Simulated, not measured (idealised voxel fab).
The process module that follows is named voxel gate over fins.
FYI the section here is cut, 155 nm wide, cells are 5 nm squares.
Square cells in a grid make up a cross-section in this document, and the grid is given as bands, listed from the top down, each one or more rows of cells. Top height, bottom height, nm. Materials left to right, width each, nm. Single material + "everywhere" = fills band edge to edge. "blank" = empty. It should be noted that heights are counted from 0, beneath which the wafer as supplied is of one material throughout, and that the lowest band possesses no lower boundary but continues downward, as written in "top 0, no bottom". Top row gets the first number, bottom row gets the second, and each row in between changes by the same step: that is how a band width like "30 to 40" works. When a step is marked "remained unchanged", none of the cells in the cross-section changed during that step. Entry "Completely sealed voids" = empty spaces >= 8 cells with no open way to the top; each as width x height at distance, distance from left edge, all nm. Post-settings text on a step line: simulator's own remark regarding the step. overlay nm, on a step with a mask: how far to the right of its planned place the mask lay; to the left if negative.
[So here's the lineup of process steps we planned]
1 op RECEIVE | material Si
2 op CONFORMAL_DEP | material SiN | thk nm 10
3 op MASKED_ETCH | tone cover | mask id FINS | width nm 15 | pitch nm 55 | etch materials SiN | depth nm 10 | overlay nm 0
4 op MASKED_ETCH | tone cover | mask id FINS | width nm 15 | pitch nm 55 | etch materials Si | depth nm 30 | overlay nm 0
5 op FILL_DEP | material SiO2 | thk nm 10
6 op CMP | height nm 10
7 op DIRECTIONAL_DEP | material aC | thk nm 10
8 op PATTERN | tone open | mask id RAIL | material resist | width nm 15 | thk nm 25 | overlay nm 0
9 op DIRECTIONAL_ETCH | etch materials aC | depth nm 10
10 op STRIP | etch materials resist
11 op DIRECTIONAL_ETCH | etch materials SiO2 | depth nm 35
12 op STRIP | etch materials aC
13 op CONFORMAL_DEP | material TiN | thk nm 5
14 op FILL_DEP | material W | thk nm 5
15 op CMP | height nm 10
16 op SELECTIVE_ETCH | etch materials W Ru TiN | depth nm 30
17 op FILL_DEP | material SiO2 | thk nm 5
18 op CMP | height nm 10
19 op SELECTIVE_ETCH | etch materials SiO2 | depth nm 25
20 op STRIP | etch materials SiN
21 op CONFORMAL_DEP | material HfO2 | thk nm 5
22 op CONFORMAL_DEP | material TiN | thk nm 5
23 op FILL_DEP | material W | thk nm 15
24 op CMP | height nm 20
25 op CONFORMAL_DEP | material SiCN | thk nm 10
[Wafer as received: cross-section following step 1]
* top 0, no bottom | Si everywhere
* Completely sealed voids: none
[Cross-section: first of two wafers, module finished, run according to plan]
* top 30, bottom 20 | SiCN everywhere
* top 20, bottom 10 | W everywhere
* top 10, bottom 5 | 30 W / 35 TiN / 20 W / 35 TiN / 35 W
* top 5, bottom 0 | 30 W / 5 TiN / 25 HfO2 / 5 TiN / 20 W / 5 TiN / 25 HfO2 / 5 TiN / 35 W
* top 0, bottom -5 | 30 W / 5 TiN / 5 HfO2 / 15 Si / 5 HfO2 / 5 TiN / 20 W / 5 TiN / 5 HfO2 / 15 Si / 5 HfO2 / 5 TiN / 35 W
* top -5, bottom -10 | 35 TiN / 5 HfO2 / 15 Si / 5 HfO2 / 30 TiN / 5 HfO2 / 15 Si / 5 HfO2 / 40 TiN
* top -10, bottom -15 | 40 HfO2 / 15 Si / 40 HfO2 / 15 Si / 45 HfO2
* top -15, bottom -20 | 40 SiO2 / 15 Si / 40 SiO2 / 15 Si / 45 SiO2
* top -20, bottom -25 | 40 SiO2 / 15 Si / 10 SiO2 / 15 TiN / 15 SiO2 / 15 Si / 45 SiO2
* top -25, bottom -30 | 40 SiO2 / 15 Si / 40 SiO2 / 15 Si / 45 SiO2
* top -30, no bottom | Si everywhere
* Completely sealed voids: none
[End of module, second wafer, cross-section. Started like the first, planned like the first, run with one mistake]
* top 30, bottom 20 | SiCN everywhere
* top 20, bottom 10 | W everywhere
* top 10, bottom 5 | 30 W / 35 TiN / 20 W / 35 TiN / 35 W
* top 5, bottom 0 | 30 W / 5 TiN / 25 HfO2 / 5 TiN / 20 W / 5 TiN / 25 HfO2 / 5 TiN / 35 W
* top 0, bottom -5 | 30 W / 5 TiN / 5 HfO2 / 15 Si / 5 HfO2 / 5 TiN / 20 W / 5 TiN / 5 HfO2 / 15 Si / 5 HfO2 / 5 TiN / 35 W
* top -5, bottom -10 | 35 TiN / 5 HfO2 / 15 Si / 5 HfO2 / 30 TiN / 5 HfO2 / 15 Si / 5 HfO2 / 40 TiN
* top -10, bottom -15 | 40 HfO2 / 15 Si / 40 HfO2 / 15 Si / 45 HfO2
* top -15, bottom -20 | 40 SiO2 / 15 Si / 40 SiO2 / 15 Si / 45 SiO2
* top -20, bottom -25 | 40 SiO2 / 15 Si / 10 SiO2 / 20 TiN / 10 SiO2 / 15 Si / 45 SiO2
* top -25, bottom -30 | 40 SiO2 / 15 Si / 40 SiO2 / 15 Si / 45 SiO2
* top -30, no bottom | Si everywhere
* Completely sealed voids: none
What went wrong in running the wafer? contrary to plan, step 8 was performed as op PATTERN | tone open | mask id RAIL | material resist | width nm 20 | thk nm 25 | overlay nm 0
It is noted that, at the conclusion of processing, the second wafer exhibits a higher or lower cell count for certain materials relative to the first: -1 SiO2 | +1 TiN
